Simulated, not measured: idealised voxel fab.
Proc. module: voxel local oxidation
Xsec cut, 185 nm wide, square cell size 5 nm.
When this document writes out a cross-section, it uses a grid of square cells and lists it as bands, beginning at the top and moving down, with a band standing for one or more rows of cells. Look at the band entry: it leads with the top's height and the bottom's height in nm. Then it lists the materials left to right, with a width in nm for each. The word "all across" on a single material says that material fills the band edge to edge. The word "empty" is empty space. Heights are expressed relative to 0, this being the level below which the as-received wafer comprises one material exclusively. The lowest band is unbounded in the downward direction and is denoted as in "0..down". Read "30 to 40" as a graded width: first number on top, second number at the bottom, same change between each pair of neighbouring rows. "remained the same" (step): cross-section cells unchanged, all of them. In "Voids lacking openings" the enclosed voids are listed, meaning empty spaces of 8 cells or larger without any opening to the top. The form is width x height at distance, distance from the left edge, units nm. Step line, after settings: the simulator's comment on this step. The optional step-line setting "overlay nm" applies to steps with a mask and quantifies how far to the right of its planned location the mask lay, a negative value indicating leftward placement.
-- The planned process steps are enumerated hereunder
1) RECEIVE,material Si
2) OXIDIZE,depth nm 5
3) CONFORMAL_DEP,material SiN,thk nm 15
4) DIRECTIONAL_DEP,material aC,thk nm 5
5) PATTERN,tone cover,mask id ACTIVE,material resist,width nm 90,thk nm 35,overlay nm 0
6) DIRECTIONAL_ETCH,etch materials aC,depth nm 15
7) STRIP,etch materials resist
8) DIRECTIONAL_ETCH,etch materials SiN,depth nm 15
9) STRIP,etch materials aC
10) SELECTIVE_ETCH,etch materials SiO2,depth nm 5
11) OXIDIZE,depth nm 15
12) STRIP,etch materials SiN
All wafers enter the flow in the same state. The thk nm at step 4 differs from wafer to wafer, and the plan gives the value for the first wafer.
-- Cross-section of the first incoming wafer of several, state after step 1
* 0..down = Si all across
* Voids lacking openings: none
-- Here is the cross-section of the first of several wafers at the end of the module, after its last step, step 12
* 0..-5 = empty: 50 / SiO2: 80 / empty: 55
* -5..-20 = SiO2: 65 / Si: 50 / SiO2: 70
* -20..down = Si all across
* Voids lacking openings: none
-- Of the several wafers, the last: cross-section at the end of the module
* 0..-5 = SiO2 all across
* -5..down = Si all across
* Voids lacking openings: none
-- The rows of the table below are wafers. Looking at the end of the module, a row counts, for every material, the cells the wafer has gained, shown as (+), or lost, shown as (-), since it was received; its closed voids come next
thk nm 5 | -118 Si | +97 SiO2 | Voids lacking openings: none
thk nm 10 | -118 Si | +97 SiO2 | Voids lacking openings: none
thk nm 15 | -118 Si | +97 SiO2 | Voids lacking openings: none
thk nm 20 | -37 Si | +37 SiO2 | Voids lacking openings: none
thk nm 25 | -37 Si | +37 SiO2 | Voids lacking openings: none
thk nm 30 | -37 Si | +37 SiO2 | Voids lacking openings: none
